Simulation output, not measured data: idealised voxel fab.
The process module that follows is named voxel self aligned contacts.
Square cells of 5 nm make up the cross-section cut, whose width is 215 nm.
A cross-section in this document is a grid of square cells, and it is written down as bands, the top band listed before the ones below it; a band is made up of one or more rows of cells.
Each band's line starts with the height of the band's top and of its bottom, in nm. Then come its materials from left to right, each with its width in nm. One material with "throughout" fills the band from edge to edge. "blank" is empty space.
Convention: height 0 is the level below which the wafer, as received, is all one material. The lowest band does not terminate at the bottom but continues downward, represented as "0 -> down".
Think of "30 to 40" as a width that walks from the first number to the second as you go down the band, top row to bottom row, taking equal-sized steps from row to row.
It should be understood that the words "remained unchanged", when stated for a given step, signify that the cross-section underwent no change in any of its cells during that step.
"Completely sealed voids" - sealed voids, min. 8 cells, no opening to top; format: width x height at distance (distance from left edge; nm throughout).
Post-settings text on a step line: simulator's own remark regarding the step.
Among the settings permitted on a step's line is "overlay nm"; applied to a step with a mask, it specifies the extent to which the mask lay to the right of its planned position, whereas a negative figure signifies a position to the left.

Planned step list for the process:
step 1: RECEIVE,material Si
step 2: CONFORMAL_DEP,material SiO2,thk nm 5
step 3: DIRECTIONAL_DEP,material polySi,thk nm 20
step 4: DIRECTIONAL_DEP,material SiN,thk nm 25
step 5: MASKED_ETCH,tone cover,mask id GATE,width nm 25,pitch nm 65,etch materials SiN,depth nm 25,overlay nm 0
step 6: MASKED_ETCH,tone cover,mask id GATE,width nm 25,pitch nm 65,etch materials polySi,depth nm 20,overlay nm 0
step 7: CONFORMAL_DEP,material SiN,thk nm 10
step 8: DIRECTIONAL_ETCH,etch materials SiN,depth nm 10
step 9: FILL_DEP,material SiO2,thk nm 20
step 10: CMP,height nm 60
step 11: DIRECTIONAL_DEP,material aC,thk nm 15
step 12: PATTERN,tone open,mask id CONTACT,material resist,width nm 50,pitch nm 65,thk nm 35,overlay nm 0
step 13: DIRECTIONAL_ETCH,etch materials aC,depth nm 15
step 14: STRIP,etch materials resist
step 15: DIRECTIONAL_ETCH,etch materials SiO2,depth nm 60
step 16: STRIP,etch materials aC
step 17: CONFORMAL_DEP,material TiN,thk nm 5
step 18: FILL_DEP,material Ru,thk nm 5
step 19: CMP,height nm 60
step 20: CONFORMAL_DEP,material SiCN,thk nm 5

First of two wafers, with the run carried out as planned:

Delivered wafer in cross-section: state after step 1:
- 0 -> down  Si throughout
- Completely sealed voids: none

Presented here is a cross-section of the wafer after step 2 has been performed:
- 5 -> 0  SiO2 throughout
- Lower than 0, everything is as it was.

Presented here is a cross-section of the wafer after step 3 has been performed:
- 25 -> 5  polySi throughout
- Lower than 5, everything is as it was.

Presented here is a cross-section of the wafer after step 4 has been performed:
- 50 -> 25  SiN throughout
- Lower than 25, everything is as it was.

Presented here is a cross-section of the wafer after step 5 has been performed:
- 50 -> 25  blank=30; SiN=25; blank=40; SiN=25; blank=40; SiN=25; blank=30
- Lower than 25, everything is as it was.

Presented here is a cross-section of the wafer after step 6 has been performed:
- 50 -> 25  blank=30; SiN=25; blank=40; SiN=25; blank=40; SiN=25; blank=30
- 25 -> 5  blank=30; polySi=25; blank=40; polySi=25; blank=40; polySi=25; blank=30
- Lower than 5, everything is as it was.

Presented here is a cross-section of the wafer after step 7 has been performed:
- 60 -> 25  blank=20; SiN=45; blank=20; SiN=45; blank=20; SiN=45; blank=20
- 25 -> 15  blank=20; SiN=10; polySi=25; SiN=10; blank=20; SiN=10; polySi=25; SiN=10; blank=20; SiN=10; polySi=25; SiN=10; blank=20
- 15 -> 5  SiN=30; polySi=25; SiN=40; polySi=25; SiN=40; polySi=25; SiN=30
- Lower than 5, everything is as it was.

Presented here is a cross-section of the wafer after step 8 has been performed:
- 50 -> 25  blank=20; SiN=45; blank=20; SiN=45; blank=20; SiN=45; blank=20
- 25 -> 5  blank=20; SiN=10; polySi=25; SiN=10; blank=20; SiN=10; polySi=25; SiN=10; blank=20; SiN=10; polySi=25; SiN=10; blank=20
- Lower than 5, everything is as it was.

Presented here is a cross-section of the wafer after step 9 has been performed:
- 70 -> 50  SiO2 throughout
- 50 -> 25  SiO2=20; SiN=45; SiO2=20; SiN=45; SiO2=20; SiN=45; SiO2=20
- 25 -> 5  SiO2=20; SiN=10; polySi=25; SiN=10; SiO2=20; SiN=10; polySi=25; SiN=10; SiO2=20; SiN=10; polySi=25; SiN=10; SiO2=20
- Lower than 5, everything is as it was.

Presented here is a cross-section of the wafer after step 10 has been performed:
- 60 -> 50  SiO2 throughout
- Lower than 50, everything is as it was.

Presented here is a cross-section of the wafer after step 11 has been performed:
- 75 -> 60  aC throughout
- Lower than 60, everything is as it was.

Presented here is a cross-section of the wafer after step 12 has been performed:
- 110 -> 75  resist=50; blank=50; resist=15; blank=50; resist=50
- Lower than 75, everything is as it was.

Presented here is a cross-section of the wafer after step 13 has been performed:
- 95 -> 75  resist=50; blank=50; resist=15; blank=50; resist=50
- 75 -> 60  aC=50; blank=50; aC=15; blank=50; aC=50
- Lower than 60, everything is as it was.

Presented here is a cross-section of the wafer after step 14 has been performed:
- 75 -> 60  aC=50; blank=50; aC=15; blank=50; aC=50
- Lower than 60, everything is as it was.

Presented here is a cross-section of the wafer after step 15 has been performed:
- 75 -> 60  aC=50; blank=50; aC=15; blank=50; aC=50
- 60 -> 50  SiO2=50; blank=50; SiO2=15; blank=50; SiO2=50
- 50 -> 25  SiO2=20; SiN=45; blank=20; SiN=45; blank=20; SiN=45; SiO2=20
- 25 -> 5  SiO2=20; SiN=10; polySi=25; SiN=10; blank=20; SiN=10; polySi=25; SiN=10; blank=20; SiN=10; polySi=25; SiN=10; SiO2=20
- 5 -> 0  SiO2=65; blank=20; SiO2=45; blank=20; SiO2=65
- Lower than 0, everything is as it was.

Presented here is a cross-section of the wafer after step 16 has been performed:
- 60 -> 50  SiO2=50; blank=50; SiO2=15; blank=50; SiO2=50
- Lower than 50, everything is as it was.

Presented here is a cross-section of the wafer after step 17 has been performed:
- 65 -> 60  TiN=55; blank=40; TiN=25; blank=40; TiN=55
- 60 -> 50  SiO2=50; TiN=5 to 20; blank=40 to 10; TiN=5 to 20; SiO2=15; TiN=5 to 20; blank=40 to 10; TiN=5 to 20; SiO2=50
- 50 -> 25  SiO2=20; SiN=45; TiN=5; blank=10; TiN=5; SiN=45; TiN=5; blank=10; TiN=5; SiN=45; SiO2=20
- 25 -> 5  SiO2=20; SiN=10; polySi=25; SiN=10; TiN=5; blank=10; TiN=5; SiN=10; polySi=25; SiN=10; TiN=5; blank=10; TiN=5; SiN=10; polySi=25; SiN=10; SiO2=20
- 5 -> 0  SiO2=65; TiN=20; SiO2=45; TiN=20; SiO2=65
- Lower than 0, everything is as it was.

Presented here is a cross-section of the wafer after step 18 has been performed:
- 70 -> 65  Ru throughout
- 65 -> 60  TiN=55; Ru=40; TiN=25; Ru=40; TiN=55
- 60 -> 50  SiO2=50; TiN=5 to 20; Ru=40 to 10; TiN=5 to 20; SiO2=15; TiN=5 to 20; Ru=40 to 10; TiN=5 to 20; SiO2=50
- 50 -> 25  SiO2=20; SiN=45; TiN=5; Ru=10; TiN=5; SiN=45; TiN=5; Ru=10; TiN=5; SiN=45; SiO2=20
- 25 -> 5  SiO2=20; SiN=10; polySi=25; SiN=10; TiN=5; Ru=10; TiN=5; SiN=10; polySi=25; SiN=10; TiN=5; Ru=10; TiN=5; SiN=10; polySi=25; SiN=10; SiO2=20
- Lower than 5, everything is as it was.

Presented here is a cross-section of the wafer after step 19 has been performed:
- 60 -> 50  SiO2=50; TiN=5 to 20; Ru=40 to 10; TiN=5 to 20; SiO2=15; TiN=5 to 20; Ru=40 to 10; TiN=5 to 20; SiO2=50
- Lower than 50, everything is as it was.

Presented here is a cross-section of the wafer after step 20 has been performed:
- 65 -> 60  SiCN throughout
- Lower than 60, everything is as it was.

Wafer two of two - same starting point, same process plan, one mistake in execution; matches wafer one up to and including step 18:

Cross-section of the second wafer at the time by which step 19 should have been completed according to the plan:
- 50 -> 25  SiO2=20; SiN=45; TiN=5; Ru=10; TiN=5; SiN=45; TiN=5; Ru=10; TiN=5; SiN=45; SiO2=20
- Lower than 25, everything is as it was.

Cross-section of the second wafer at the time by which step 20 should have been completed according to the plan:
- 55 -> 50  SiCN throughout
- Lower than 50, everything is as it was.
what went wrong: step 19 ran as: CMP,height nm 50
Wafer comparison, final, in cells, second relative to first, materials more or fewer: Ru: 20 fewer; SiO2: 46 fewer; TiN: 20 fewer
